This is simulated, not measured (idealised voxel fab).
process module | voxel wiring stack
cross-section cut | 280 nm wide | cells 5 nm
A cross-section is a grid of square cells, given in bands from the top down. A band is one or more rows of cells.
Each band's line starts with the height of the band's top and of its bottom, in nm. Then come its materials from left to right, each with its width in nm. One material with "throughout" fills the band from edge to edge. "air" is empty space.
Height 0 is the level under which the wafer as received is all one material. The lowest band goes on downwards, as in "0 down".
A width such as "30 to 40" changes by the same amount from each row of cells to the next, from the band's top row to its bottom row.
"no change" after a step means that no cell of the cross-section changed.
closed voids: empty space of 8 cells or more with no open way to the top, each as width x height at its distance from the left edge, in nm
after a step's settings: what the simulator itself notes on the step
overlay nm, on a step with a mask: how far to the right of its planned place the mask lay; to the left if negative
plan
1 op RECEIVE | material Si
2 op CONFORMAL_DEP | material SiO2 | thk nm 10
3 op CONFORMAL_DEP | material SiN | thk nm 5
4 op DIRECTIONAL_DEP | material lowk | thk nm 20
5 op MASKED_ETCH | tone open | mask id METAL_1 | width nm 20 | pitch nm 50 | etch materials lowk | depth nm 20 | overlay nm 0
6 op MASKED_ETCH | tone open | mask id METAL_1 | width nm 20 | pitch nm 50 | etch materials SiN | depth nm 5 | overlay nm 0
7 op CONFORMAL_DEP | material TiN | thk nm 5
8 op FILL_DEP | material W | thk nm 10
9 op CMP | height nm 35
10 op CONFORMAL_DEP | material SiCN | thk nm 5
11 op DIRECTIONAL_DEP | material SiO2 | thk nm 10
12 op DIRECTIONAL_DEP | material aC | thk nm 15
13 op PATTERN | tone open | mask id PLUG_1 | material resist | width nm 15 | pitch nm 50 | thk nm 35 | overlay nm 0
14 op DIRECTIONAL_ETCH | etch materials aC | depth nm 15
15 op STRIP | etch materials resist
16 op DIRECTIONAL_ETCH | etch materials SiO2 | depth nm 10
17 op DIRECTIONAL_ETCH | etch materials SiCN | depth nm 5
18 op STRIP | etch materials aC
19 op EPI | material Ru | thk nm 10
20 op EPI | material Ru | thk nm 5
21 op DIRECTIONAL_DEP | material TiN | thk nm 5
22 op DIRECTIONAL_DEP | material Ru | thk nm 25
23 op DIRECTIONAL_DEP | material aC | thk nm 10
24 op PATTERN | tone cover | mask id METAL_2 | material resist | width nm 20 | pitch nm 50 | thk nm 25 | overlay nm 0
25 op DIRECTIONAL_ETCH | etch materials aC | depth nm 10
26 op STRIP | etch materials resist
27 op DIRECTIONAL_ETCH | etch materials Ru | depth nm 25
28 op DIRECTIONAL_ETCH | etch materials TiN | depth nm 5
29 op STRIP | etch materials aC
30 op FILL_DEP | material lowk | thk nm 10
31 op CMP | height nm 80
32 op CONFORMAL_DEP | material SiN | thk nm 5
first wafer, as planned
as received, after step 1
  0 down: Si throughout
  closed voids: none
after step 2
  10 to 0: SiO2 throughout
  below 0: unchanged
after step 3
  15 to 10: SiN throughout
  below 10: unchanged
after step 4
  35 to 15: lowk throughout
  below 15: unchanged
after step 5
  35 to 15: lowk 55 | air 20 | lowk 30 | air 20 | lowk 30 | air 20 | lowk 30 | air 20 | lowk 55
  below 15: unchanged
after step 6
  35 to 15: lowk 55 | air 20 | lowk 30 | air 20 | lowk 30 | air 20 | lowk 30 | air 20 | lowk 55
  15 to 10: SiN 55 | air 20 | SiN 30 | air 20 | SiN 30 | air 20 | SiN 30 | air 20 | SiN 55
  below 10: unchanged
after step 7
  40 to 35: TiN 60 | air 10 | TiN 40 | air 10 | TiN 40 | air 10 | TiN 40 | air 10 | TiN 60
  35 to 15: lowk 55 | TiN 5 | air 10 | TiN 5 | lowk 30 | TiN 5 | air 10 | TiN 5 | lowk 30 | TiN 5 | air 10 | TiN 5 | lowk 30 | TiN 5 | air 10 | TiN 5 | lowk 55
  15 to 10: SiN 55 | TiN 20 | SiN 30 | TiN 20 | SiN 30 | TiN 20 | SiN 30 | TiN 20 | SiN 55
  below 10: unchanged
after step 8
  50 to 40: W throughout
  40 to 35: TiN 60 | W 10 | TiN 40 | W 10 | TiN 40 | W 10 | TiN 40 | W 10 | TiN 60
  35 to 15: lowk 55 | TiN 5 | W 10 | TiN 5 | lowk 30 | TiN 5 | W 10 | TiN 5 | lowk 30 | TiN 5 | W 10 | TiN 5 | lowk 30 | TiN 5 | W 10 | TiN 5 | lowk 55
  below 15: unchanged
after step 9
  35 to 15: lowk 55 | TiN 5 | W 10 | TiN 5 | lowk 30 | TiN 5 | W 10 | TiN 5 | lowk 30 | TiN 5 | W 10 | TiN 5 | lowk 30 | TiN 5 | W 10 | TiN 5 | lowk 55
  below 15: unchanged
after step 10
  40 to 35: SiCN throughout
  below 35: unchanged
after step 11
  50 to 40: SiO2 throughout
  below 40: unchanged
after step 12
  65 to 50: aC throughout
  below 50: unchanged
after step 13
  100 to 65: resist 55 | air 15 | resist 35 | air 15 | resist 35 | air 15 | resist 35 | air 15 | resist 60
  below 65: unchanged
after step 14
  85 to 65: resist 55 | air 15 | resist 35 | air 15 | resist 35 | air 15 | resist 35 | air 15 | resist 60
  65 to 50: aC 55 | air 15 | aC 35 | air 15 | aC 35 | air 15 | aC 35 | air 15 | aC 60
  below 50: unchanged
after step 15
  65 to 50: aC 55 | air 15 | aC 35 | air 15 | aC 35 | air 15 | aC 35 | air 15 | aC 60
  below 50: unchanged
after step 16
  65 to 50: aC 55 | air 15 | aC 35 | air 15 | aC 35 | air 15 | aC 35 | air 15 | aC 60
  50 to 40: SiO2 55 | air 15 | SiO2 35 | air 15 | SiO2 35 | air 15 | SiO2 35 | air 15 | SiO2 60
  below 40: unchanged
after step 17
  65 to 50: aC 55 | air 15 | aC 35 | air 15 | aC 35 | air 15 | aC 35 | air 15 | aC 60
  50 to 40: SiO2 55 | air 15 | SiO2 35 | air 15 | SiO2 35 | air 15 | SiO2 35 | air 15 | SiO2 60
  40 to 35: SiCN 55 | air 15 | SiCN 35 | air 15 | SiCN 35 | air 15 | SiCN 35 | air 15 | SiCN 60
  below 35: unchanged
after step 18
  50 to 40: SiO2 55 | air 15 | SiO2 35 | air 15 | SiO2 35 | air 15 | SiO2 35 | air 15 | SiO2 60
  below 40: unchanged
after step 19
  50 to 45: SiO2 55 | air 15 | SiO2 35 | air 15 | SiO2 35 | air 15 | SiO2 35 | air 15 | SiO2 60
  45 to 40: SiO2 55 | Ru 15 | SiO2 35 | Ru 15 | SiO2 35 | Ru 15 | SiO2 35 | Ru 15 | SiO2 60
  40 to 35: SiCN 55 | Ru 15 | SiCN 35 | Ru 15 | SiCN 35 | Ru 15 | SiCN 35 | Ru 15 | SiCN 60
  below 35: unchanged
after step 20
  50 to 40: SiO2 55 | Ru 15 | SiO2 35 | Ru 15 | SiO2 35 | Ru 15 | SiO2 35 | Ru 15 | SiO2 60
  below 40: unchanged
after step 21
  55 to 50: TiN throughout
  below 50: unchanged
after step 22
  80 to 55: Ru throughout
  below 55: unchanged
after step 23
  90 to 80: aC throughout
  below 80: unchanged
after step 24
  115 to 90: air 55 | resist 20 | air 30 | resist 20 | air 30 | resist 20 | air 30 | resist 20 | air 55
  below 90: unchanged
after step 25
  105 to 90: air 55 | resist 20 | air 30 | resist 20 | air 30 | resist 20 | air 30 | resist 20 | air 55
  90 to 80: air 55 | aC 20 | air 30 | aC 20 | air 30 | aC 20 | air 30 | aC 20 | air 55
  below 80: unchanged
after step 26
  90 to 80: air 55 | aC 20 | air 30 | aC 20 | air 30 | aC 20 | air 30 | aC 20 | air 55
  below 80: unchanged
after step 27
  90 to 80: air 55 | aC 20 | air 30 | aC 20 | air 30 | aC 20 | air 30 | aC 20 | air 55
  80 to 55: air 55 | Ru 20 | air 30 | Ru 20 | air 30 | Ru 20 | air 30 | Ru 20 | air 55
  below 55: unchanged
after step 28
  90 to 80: air 55 | aC 20 | air 30 | aC 20 | air 30 | aC 20 | air 30 | aC 20 | air 55
  80 to 55: air 55 | Ru 20 | air 30 | Ru 20 | air 30 | Ru 20 | air 30 | Ru 20 | air 55
  55 to 50: air 55 | TiN 20 | air 30 | TiN 20 | air 30 | TiN 20 | air 30 | TiN 20 | air 55
  below 50: unchanged
after step 29
  80 to 55: air 55 | Ru 20 | air 30 | Ru 20 | air 30 | Ru 20 | air 30 | Ru 20 | air 55
  below 55: unchanged
after step 30
  90 to 80: lowk throughout
  80 to 55: lowk 55 | Ru 20 | lowk 30 | Ru 20 | lowk 30 | Ru 20 | lowk 30 | Ru 20 | lowk 55
  55 to 50: lowk 55 | TiN 20 | lowk 30 | TiN 20 | lowk 30 | TiN 20 | lowk 30 | TiN 20 | lowk 55
  below 50: unchanged
after step 31
  80 to 55: lowk 55 | Ru 20 | lowk 30 | Ru 20 | lowk 30 | Ru 20 | lowk 30 | Ru 20 | lowk 55
  below 55: unchanged
after step 32
  85 to 80: SiN throughout
  below 80: unchanged
second wafer: like start, like plan, one mistake. Through step 10 it matches the first wafer
when step 11 should have ended
  45 to 40: SiO2 throughout
  below 40: unchanged
when step 12 should have ended
  60 to 45: aC throughout
  below 45: unchanged
when step 13 should have ended
  95 to 60: resist 55 | air 15 | resist 35 | air 15 | resist 35 | air 15 | resist 35 | air 15 | resist 60
  below 60: unchanged
when step 14 should have ended
  80 to 60: resist 55 | air 15 | resist 35 | air 15 | resist 35 | air 15 | resist 35 | air 15 | resist 60
  60 to 45: aC 55 | air 15 | aC 35 | air 15 | aC 35 | air 15 | aC 35 | air 15 | aC 60
  below 45: unchanged
when step 15 should have ended
  60 to 45: aC 55 | air 15 | aC 35 | air 15 | aC 35 | air 15 | aC 35 | air 15 | aC 60
  below 45: unchanged
when step 16 should have ended
  60 to 45: aC 55 | air 15 | aC 35 | air 15 | aC 35 | air 15 | aC 35 | air 15 | aC 60
  45 to 40: SiO2 55 | air 15 | SiO2 35 | air 15 | SiO2 35 | air 15 | SiO2 35 | air 15 | SiO2 60
  below 40: unchanged
when step 17 should have ended
  60 to 45: aC 55 | air 15 | aC 35 | air 15 | aC 35 | air 15 | aC 35 | air 15 | aC 60
  45 to 40: SiO2 55 | air 15 | SiO2 35 | air 15 | SiO2 35 | air 15 | SiO2 35 | air 15 | SiO2 60
  40 to 35: SiCN 55 | air 15 | SiCN 35 | air 15 | SiCN 35 | air 15 | SiCN 35 | air 15 | SiCN 60
  below 35: unchanged
when step 18 should have ended
  45 to 40: SiO2 55 | air 15 | SiO2 35 | air 15 | SiO2 35 | air 15 | SiO2 35 | air 15 | SiO2 60
  below 40: unchanged
when step 19 should have ended
  45 to 40: SiO2 55 | Ru 15 | SiO2 35 | Ru 15 | SiO2 35 | Ru 15 | SiO2 35 | Ru 15 | SiO2 60
  40 to 35: SiCN 55 | Ru 15 | SiCN 35 | Ru 15 | SiCN 35 | Ru 15 | SiCN 35 | Ru 15 | SiCN 60
  below 35: unchanged
when step 20 should have ended
  50 to 45: air 50 | Ru 25 | air 25 | Ru 25 | air 25 | Ru 25 | air 25 | Ru 25 | air 55
  below 45: unchanged
when step 21 should have ended
  55 to 50: air 50 | TiN 25 | air 25 | TiN 25 | air 25 | TiN 25 | air 25 | TiN 25 | air 55
  50 to 45: TiN 50 | Ru 25 | TiN 25 | Ru 25 | TiN 25 | Ru 25 | TiN 25 | Ru 25 | TiN 55
  below 45: unchanged
when step 22 should have ended
  80 to 75: air 50 | Ru 25 | air 25 | Ru 25 | air 25 | Ru 25 | air 25 | Ru 25 | air 55
  75 to 55: Ru throughout
  55 to 50: Ru 50 | TiN 25 | Ru 25 | TiN 25 | Ru 25 | TiN 25 | Ru 25 | TiN 25 | Ru 55
  below 50: unchanged
when step 23 should have ended
  90 to 85: air 50 | aC 25 | air 25 | aC 25 | air 25 | aC 25 | air 25 | aC 25 | air 55
  85 to 80: aC throughout
  80 to 75: aC 50 | Ru 25 | aC 25 | Ru 25 | aC 25 | Ru 25 | aC 25 | Ru 25 | aC 55
  below 75: unchanged
when step 24 should have ended
  115 to 90: air 55 | resist 20 | air 30 | resist 20 | air 30 | resist 20 | air 30 | resist 20 | air 55
  below 90: unchanged
when step 25 should have ended
  105 to 90: air 55 | resist 20 | air 30 | resist 20 | air 30 | resist 20 | air 30 | resist 20 | air 55
  90 to 80: air 55 | aC 20 | air 30 | aC 20 | air 30 | aC 20 | air 30 | aC 20 | air 55
  80 to 75: air 50 | Ru 25 | air 25 | Ru 25 | air 25 | Ru 25 | air 25 | Ru 25 | air 55
  below 75: unchanged
when step 26 should have ended
  90 to 80: air 55 | aC 20 | air 30 | aC 20 | air 30 | aC 20 | air 30 | aC 20 | air 55
  below 80: unchanged
when step 27 should have ended
  90 to 80: air 55 | aC 20 | air 30 | aC 20 | air 30 | aC 20 | air 30 | aC 20 | air 55
  80 to 55: air 55 | Ru 20 | air 30 | Ru 20 | air 30 | Ru 20 | air 30 | Ru 20 | air 55
  55 to 50: air 50 | TiN 25 | air 25 | TiN 25 | air 25 | TiN 25 | air 25 | TiN 25 | air 55
  below 50: unchanged
when step 28 should have ended
  90 to 80: air 55 | aC 20 | air 30 | aC 20 | air 30 | aC 20 | air 30 | aC 20 | air 55
  80 to 55: air 55 | Ru 20 | air 30 | Ru 20 | air 30 | Ru 20 | air 30 | Ru 20 | air 55
  55 to 50: air 55 | TiN 20 | air 30 | TiN 20 | air 30 | TiN 20 | air 30 | TiN 20 | air 55
  50 to 45: air 50 | Ru 25 | air 25 | Ru 25 | air 25 | Ru 25 | air 25 | Ru 25 | air 55
  below 45: unchanged
when step 29 should have ended
  80 to 55: air 55 | Ru 20 | air 30 | Ru 20 | air 30 | Ru 20 | air 30 | Ru 20 | air 55
  below 55: unchanged
when step 30 should have ended
  90 to 80: lowk throughout
  80 to 55: lowk 55 | Ru 20 | lowk 30 | Ru 20 | lowk 30 | Ru 20 | lowk 30 | Ru 20 | lowk 55
  55 to 50: lowk 55 | TiN 20 | lowk 30 | TiN 20 | lowk 30 | TiN 20 | lowk 30 | TiN 20 | lowk 55
  50 to 45: lowk 50 | Ru 25 | lowk 25 | Ru 25 | lowk 25 | Ru 25 | lowk 25 | Ru 25 | lowk 55
  below 45: unchanged
when step 31 should have ended
  80 to 55: lowk 55 | Ru 20 | lowk 30 | Ru 20 | lowk 30 | Ru 20 | lowk 30 | Ru 20 | lowk 55
  below 55: unchanged
when step 32 should have ended
  85 to 80: SiN throughout
  below 80: unchanged
what went wrong: step 11 ran as: op DIRECTIONAL_DEP | material SiO2 | thk nm 5
at the end the second wafer has, in cells: 8 more of Ru | 44 fewer of SiO2 | 36 more of lowk
